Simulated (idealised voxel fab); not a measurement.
The following is a process module called voxel self aligned contacts.
The figure presents cross-section cut, which has a width of 220 nm and is divided into square cells with an edge length of 5 nm.
Cross-section layout: square cells on a grid; listed as bands, top to bottom; a band spans one or more cell rows. Basically the band line says how high the top is and how high the bottom is, in nm, and then what's in it from left to right, every material with its width in nm. Empty space shows up as "air", and if a single material carries "everywhere" it runs the full band edge to edge. We count height from 0. Below that, the starting wafer is all one material. The lowest band never ends at the bottom but goes on down; see "top 0, no bottom" for how that is written. So if you see something like "30 to 40" for the width, read it as the top row of the band sitting at the first number and the bottom row at the second, with every row in between moving by the same amount as the last. Reading "all unchanged" for a step: not a cell of the cross-section changed in it. What "Completely sealed voids" gives you is every empty space of 8 cells or more that is cut off from the top. Each appears as width x height at distance, with the distance taken from the left edge and width, height and distance all in nm. Text after the settings on a step's line: the simulator's own remark on that step. overlay nm: mask offset rightward from planned place, masked step; negative means leftward offset.
So here's the lineup of process steps we planned
1 RECEIVE | material Si
2 CONFORMAL_DEP | material SiO2 | thk nm 5
3 DIRECTIONAL_DEP | material polySi | thk nm 25
4 DIRECTIONAL_DEP | material SiN | thk nm 15
5 PATTERN | tone cover | mask id GATE | material resist | width nm 35 | pitch nm 70 | thk nm 20 | overlay nm 0
6 DIRECTIONAL_ETCH | etch materials SiN | depth nm 15
7 DIRECTIONAL_ETCH | etch materials polySi | depth nm 25
8 STRIP | etch materials resist
9 CONFORMAL_DEP | material SiN | thk nm 5
10 DIRECTIONAL_ETCH | etch materials SiN | depth nm 5
11 FILL_DEP | material SiO2 | thk nm 10
12 CMP | height nm 50
13 DIRECTIONAL_DEP | material aC | thk nm 10
14 PATTERN | tone open | mask id CONTACT | material resist | width nm 55 | pitch nm 70 | thk nm 30 | overlay nm 0
15 DIRECTIONAL_ETCH | etch materials aC | depth nm 10
16 STRIP | etch materials resist
17 DIRECTIONAL_ETCH | etch materials SiO2 | depth nm 50
18 STRIP | etch materials aC
19 CONFORMAL_DEP | material TiN | thk nm 5
20 FILL_DEP | material Ru | thk nm 10
21 CMP | height nm 50
22 CONFORMAL_DEP | material SiCN | thk nm 5
Cross-section of the wafer as it came to us, i.e., already through step 1
    top 0, no bottom  Si everywhere
    Completely sealed voids: none
Run as planned - first of the two wafers cross-sectioned at the end of the module
    top 55, bottom 50  SiCN everywhere
    top 50, bottom 45  45 SiO2; 20 TiN; 15 Ru; 20 TiN; 15 SiO2; 20 TiN; 15 Ru; 20 TiN; 50 SiO2
    top 45, bottom 30  15 SiO2; 45 SiN; 5 TiN; 15 Ru; 5 TiN; 45 SiN; 5 TiN; 15 Ru; 5 TiN; 45 SiN; 20 SiO2
    top 30, bottom 5  15 SiO2; 5 SiN; 35 polySi; 5 SiN; 5 TiN; 15 Ru; 5 TiN; 5 SiN; 35 polySi; 5 SiN; 5 TiN; 15 Ru; 5 TiN; 5 SiN; 35 polySi; 5 SiN; 20 SiO2
    top 5, bottom 0  60 SiO2; 25 TiN; 45 SiO2; 25 TiN; 65 SiO2
    top 0, no bottom  Si everywhere
    Completely sealed voids: none
Cross-section, second wafer: same start as the first, same plan as the first, one mistake in running it; taken at the end of the module
    top 60, bottom 55  SiCN everywhere
    top 55, bottom 50  50 TiN; 45 Ru; 25 TiN; 45 Ru; 55 TiN
    top 50, bottom 45  45 SiO2; 20 TiN; 15 Ru; 20 TiN; 15 SiO2; 20 TiN; 15 Ru; 20 TiN; 50 SiO2
    top 45, bottom 30  15 SiO2; 45 SiN; 5 TiN; 15 Ru; 5 TiN; 45 SiN; 5 TiN; 15 Ru; 5 TiN; 45 SiN; 20 SiO2
    top 30, bottom 5  15 SiO2; 5 SiN; 35 polySi; 5 SiN; 5 TiN; 15 Ru; 5 TiN; 5 SiN; 35 polySi; 5 SiN; 5 TiN; 15 Ru; 5 TiN; 5 SiN; 35 polySi; 5 SiN; 20 SiO2
    top 5, bottom 0  60 SiO2; 25 TiN; 45 SiO2; 25 TiN; 65 SiO2
    top 0, no bottom  Si everywhere
    Completely sealed voids: none
Against the plan, the run slipped here: step 21 went in with a setting other than planned; the actual run was CMP | height nm 55
Final comparison by cell count, materials where the second wafer has more or fewer than the first: Ru +18, TiN +26
